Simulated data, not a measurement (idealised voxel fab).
This is a process module. Its name is voxel transistor to metal.
Cross-section cut spans 300 nm and uses square cells 5 nm in size.
We lay out every cross-section as a grid of square cells and spell it out in bands from the top down, where one band means one or more rows of cells.
First you get the band's top height and its bottom height, in nm, and then the materials it's made of, left to right, with each width in nm. If you see a single material with "edge to edge", that one covers the band edge to edge. "blank" is empty space.
Convention: height 0 is the level below which the wafer, as received, is all one material. The lowest band does not terminate at the bottom but continues downward, represented as "0..down".
A two-number width, for instance "30 to 40", indicates that the width is equal to the first number in the top row of the band and to the second number in the bottom row, and that it changes by a constant amount per row of cells.
"nothing different" means the step left every cell of the cross-section as it was.
"Closed void entries" specifies each empty space that is not open to the top and that occupies no fewer than 8 cells, using the form width x height at distance, the distance measured from the left edge and all three quantities in nm.
Note: text after step settings on the step line = simulator remark on that step.
overlay nm: mask right of planned place by this much (step with mask). Neg. = left.
-- So here's the lineup of process steps we planned
step 1: RECEIVE,material Si
step 2: CONFORMAL_DEP,material SiO2,thk nm 5
step 3: CONFORMAL_DEP,material SiN,thk nm 15
step 4: PATTERN,tone cover,mask id ACTIVE,material resist,width nm 115,pitch nm 145,thk nm 20,overlay nm -5
step 5: DIRECTIONAL_ETCH,etch materials SiN,depth nm 15
step 6: DIRECTIONAL_ETCH,etch materials SiO2,depth nm 5
step 7: DIRECTIONAL_ETCH,etch materials Si,depth nm 25
step 8: STRIP,etch materials resist
step 9: OXIDIZE,depth nm 5
step 10: FILL_DEP,material SiO2,thk nm 10
step 11: CMP,height nm 20
step 12: SELECTIVE_ETCH,etch materials SiO2,depth nm 5
step 13: STRIP,etch materials SiN
step 14: SELECTIVE_ETCH,etch materials SiO2,depth nm 5
step 15: OXIDIZE,depth nm 5
step 16: DIRECTIONAL_DEP,material polySi,thk nm 25
step 17: DIRECTIONAL_DEP,material SiCN,thk nm 10
step 18: MASKED_ETCH,tone cover,mask id GATE,width nm 25,pitch nm 145,etch materials SiCN,depth nm 20,overlay nm 0
step 19: MASKED_ETCH,tone cover,mask id GATE,width nm 25,pitch nm 145,etch materials polySi,depth nm 35,overlay nm 0
step 20: CONFORMAL_DEP,material SiN,thk nm 10
step 21: DIRECTIONAL_ETCH,etch materials SiN,depth nm 10
step 22: DIRECTIONAL_ETCH,etch materials SiO2,depth nm 5
step 23: DIRECTIONAL_ETCH,etch materials Si,depth nm 15
step 24: EPI,material nSi,thk nm 20
step 25: FILL_DEP,material SiO2,thk nm 10
step 26: CMP,height nm 35
step 27: DIRECTIONAL_DEP,material SiO2,thk nm 10
step 28: MASKED_ETCH,tone open,mask id CONTACT,width nm 30,etch materials SiO2,depth nm 45,overlay nm 0
step 29: CONFORMAL_DEP,material TiN,thk nm 5
step 30: FILL_DEP,material Ru,thk nm 5
step 31: CMP,height nm 45
step 32: DIRECTIONAL_DEP,material TiN,thk nm 5
step 33: DIRECTIONAL_DEP,material W,thk nm 15
step 34: PATTERN,tone cover,mask id METAL_1,material resist,width nm 20,thk nm 15,overlay nm 0
step 35: DIRECTIONAL_ETCH,etch materials W,depth nm 15
step 36: DIRECTIONAL_ETCH,etch materials TiN,depth nm 5
step 37: STRIP,etch materials resist
step 38: FILL_DEP,material lowk,thk nm 10
step 39: CMP,height nm 65
step 40: CONFORMAL_DEP,material SiCN,thk nm 5
step 41: DIRECTIONAL_DEP,material SiO2,thk nm 30
step 42: PATTERN,tone open,mask id METAL_2_HOLES,material resist,width nm 15,pitch nm 145,thk nm 20,overlay nm 0
step 43: DIRECTIONAL_ETCH,etch materials SiO2,depth nm 30
step 44: STRIP,etch materials resist
step 45: PATTERN,tone open,mask id METAL_2,material resist,width nm 20,pitch nm 145,thk nm 20,overlay nm 0
step 46: DIRECTIONAL_ETCH,etch materials SiO2,depth nm 15
step 47: DIRECTIONAL_ETCH,etch materials SiCN,depth nm 5
step 48: STRIP,etch materials resist
step 49: CONFORMAL_DEP,material TiN,thk nm 5
step 50: FILL_DEP,material Cu,thk nm 5
step 51: CMP,height nm 100
step 52: CONFORMAL_DEP,material SiCN,thk nm 5
The value of overlay nm given for step 4 in the plan refers to the first wafer; the wafers vary in this setting and are alike at the start.
-- Cross-section of the first incoming wafer of several, state after step 1
* 0..down  Si edge to edge
* Closed void entries: none
-- First of several wafers, sectioned at end of module (last step: step 52)
* 105..100  SiCN edge to edge
* 100..90  SiO2 (30), then TiN (5), then Cu (10), then TiN (5), then SiO2 (125), then TiN (5), then Cu (10), then TiN (5), then SiO2 (105)
* 90..85  SiO2 (30), then TiN (5), then Cu (5), then TiN (10), then SiO2 (125), then TiN (5), then Cu (5), then TiN (10), then SiO2 (105)
* 85..70  SiO2 (30), then TiN (5), then Cu (5), then TiN (5), then SiO2 (130), then TiN (5), then Cu (5), then TiN (5), then SiO2 (110)
* 70..65  SiCN (30), then TiN (15), then SiCN (130), then TiN (15), then SiCN (110)
* 65..50  lowk (30), then W (20), then lowk (55), then W (20), then lowk (50), then W (20), then lowk (55), then W (20), then lowk (30)
* 50..45  lowk (30), then TiN (20), then lowk (55), then TiN (20), then lowk (50), then TiN (20), then lowk (55), then TiN (20), then lowk (30)
* 45..35  SiO2 (30), then TiN (5), then Ru (20 to 15), then TiN (5 to 10), then SiO2 (35), then TiN (5 to 10), then Ru (20 to 15), then TiN (5), then SiO2 (50), then TiN (5), then Ru (20 to 15), then TiN (5 to 10), then SiO2 (35), then TiN (5 to 10), then Ru (20 to 15), then TiN (5), then SiO2 (30)
* 35..25  SiO2 (30), then TiN (5), then Ru (15), then TiN (5), then SiN (10), then SiCN (25), then SiN (10), then TiN (5), then Ru (15), then TiN (5), then SiO2 (50), then TiN (5), then Ru (15), then TiN (5), then SiN (10), then SiCN (25), then SiN (10), then TiN (5), then Ru (15), then TiN (5), then SiO2 (30)
* 25..20  SiO2 (30), then TiN (5), then Ru (15), then TiN (5), then SiN (10), then polySi (25), then SiN (10), then TiN (5), then Ru (15), then TiN (5), then SiO2 (50), then TiN (5), then Ru (15), then TiN (5), then SiN (10), then polySi (25), then SiN (10), then TiN (5), then Ru (15), then TiN (5), then SiO2 (30)
* 20..15  SiO2 (30), then TiN (25), then SiN (10), then polySi (25), then SiN (10), then TiN (25), then SiO2 (50), then TiN (25), then SiN (10), then polySi (25), then SiN (10), then TiN (25), then SiO2 (30)
* 15..10  SiO2 (30), then TiN (5), then nSi (20), then SiN (10), then polySi (25), then SiN (10), then nSi (20), then TiN (5), then SiO2 (50), then TiN (5), then nSi (20), then SiN (10), then polySi (25), then SiN (10), then nSi (20), then TiN (5), then SiO2 (30)
* 10..0  SiO2 (10), then SiN (10), then SiO2 (10), then TiN (5), then nSi (20), then SiN (10), then polySi (25), then SiN (10), then nSi (20), then TiN (5), then SiN (10), then SiO2 (20), then SiN (10), then SiO2 (10), then TiN (5), then nSi (20), then SiN (10), then polySi (25), then SiN (10), then nSi (20), then TiN (5), then SiN (10), then SiO2 (20)
* 0..-5  SiO2 (20), then nSi (35), then SiO2 (45), then nSi (25), then SiO2 (40), then nSi (35), then SiO2 (45), then nSi (25), then SiO2 (30)
* -5..-20  SiO2 (20), then nSi (35), then Si (45), then nSi (25), then SiO2 (40), then nSi (35), then Si (45), then nSi (25), then SiO2 (30)
* -20..-30  SiO2 (20), then Si (105), then SiO2 (40), then Si (105), then SiO2 (30)
* -30..down  Si edge to edge
* Closed void entries: none
-- Showing the last wafer in cross-section at the end of the module
* 105..100  SiCN edge to edge
* 100..90  SiO2 (30), then TiN (5), then Cu (10), then TiN (5), then SiO2 (125), then TiN (5), then Cu (10), then TiN (5), then SiO2 (105)
* 90..85  SiO2 (30), then TiN (5), then Cu (5), then TiN (10), then SiO2 (125), then TiN (5), then Cu (5), then TiN (10), then SiO2 (105)
* 85..70  SiO2 (30), then TiN (5), then Cu (5), then TiN (5), then SiO2 (130), then TiN (5), then Cu (5), then TiN (5), then SiO2 (110)
* 70..65  SiCN (30), then TiN (15), then SiCN (130), then TiN (15), then SiCN (110)
* 65..50  lowk (30), then W (20), then lowk (55), then W (20), then lowk (50), then W (20), then lowk (55), then W (20), then lowk (30)
* 50..45  lowk (30), then TiN (20), then lowk (55), then TiN (20), then lowk (50), then TiN (20), then lowk (55), then TiN (20), then lowk (30)
* 45..35  SiO2 (30), then TiN (5), then Ru (20 to 15), then TiN (5 to 10), then SiO2 (35), then TiN (5 to 10), then Ru (20 to 15), then TiN (5), then SiO2 (50), then TiN (5), then Ru (20 to 15), then TiN (5 to 10), then SiO2 (35), then TiN (5 to 10), then Ru (20 to 15), then TiN (5), then SiO2 (30)
* 35..25  SiO2 (30), then TiN (5), then Ru (15), then TiN (5), then SiN (10), then SiCN (25), then SiN (10), then TiN (5), then Ru (15), then TiN (5), then SiO2 (50), then TiN (5), then Ru (15), then TiN (5), then SiN (10), then SiCN (25), then SiN (10), then TiN (5), then Ru (15), then TiN (5), then SiO2 (30)
* 25..20  SiO2 (30), then TiN (5), then Ru (15), then TiN (5), then SiN (10), then polySi (25), then SiN (10), then TiN (5), then Ru (15), then TiN (5), then SiO2 (50), then TiN (5), then Ru (15), then TiN (5), then SiN (10), then polySi (25), then SiN (10), then TiN (5), then Ru (15), then TiN (5), then SiO2 (30)
* 20..15  SiO2 (30), then TiN (25), then SiN (10), then polySi (25), then SiN (10), then TiN (25), then SiO2 (50), then TiN (25), then SiN (10), then polySi (25), then SiN (10), then TiN (25), then SiO2 (30)
* 15..10  SiO2 (30), then TiN (5), then nSi (20), then SiN (10), then polySi (25), then SiN (10), then nSi (20), then TiN (5), then SiO2 (50), then TiN (5), then nSi (20), then SiN (10), then polySi (25), then SiN (10), then nSi (20), then TiN (5), then SiO2 (30)
* 10..0  SiO2 (20), then SiN (10), then TiN (5), then nSi (20), then SiN (10), then polySi (25), then SiN (10), then nSi (20), then TiN (5), then SiO2 (10), then SiN (10), then SiO2 (20), then SiN (10), then TiN (5), then nSi (20), then SiN (10), then polySi (25), then SiN (10), then nSi (20), then TiN (5), then SiO2 (10), then SiN (10), then SiO2 (10)
* 0..-5  SiO2 (30), then nSi (25), then SiO2 (45), then nSi (35), then SiO2 (40), then nSi (25), then SiO2 (45), then nSi (35), then SiO2 (20)
* -5..-20  SiO2 (30), then nSi (25), then Si (45), then nSi (35), then SiO2 (40), then nSi (25), then Si (45), then nSi (35), then SiO2 (20)
* -20..-30  SiO2 (30), then Si (105), then SiO2 (40), then Si (105), then SiO2 (20)
* -30..down  Si edge to edge
* Closed void entries: none
-- Basically each wafer gets a line in the table, showing it at the end of the module: material by material, the cells it gained (+) or lost (-) since we got it, then its closed voids
overlay nm -5; +16 Cu; +64 Ru; -222 Si; +134 SiCN; +72 SiN; +654 SiO2; +124 TiN; +48 W; +176 lowk; +144 nSi; +50 polySi; Closed void entries: none
overlay nm 0; +16 Cu; +64 Ru; -222 Si; +134 SiCN; +72 SiN; +654 SiO2; +124 TiN; +48 W; +176 lowk; +144 nSi; +50 polySi; Closed void entries: none
overlay nm 5; +16 Cu; +64 Ru; -222 Si; +134 SiCN; +72 SiN; +654 SiO2; +124 TiN; +48 W; +176 lowk; +144 nSi; +50 polySi; Closed void entries: none
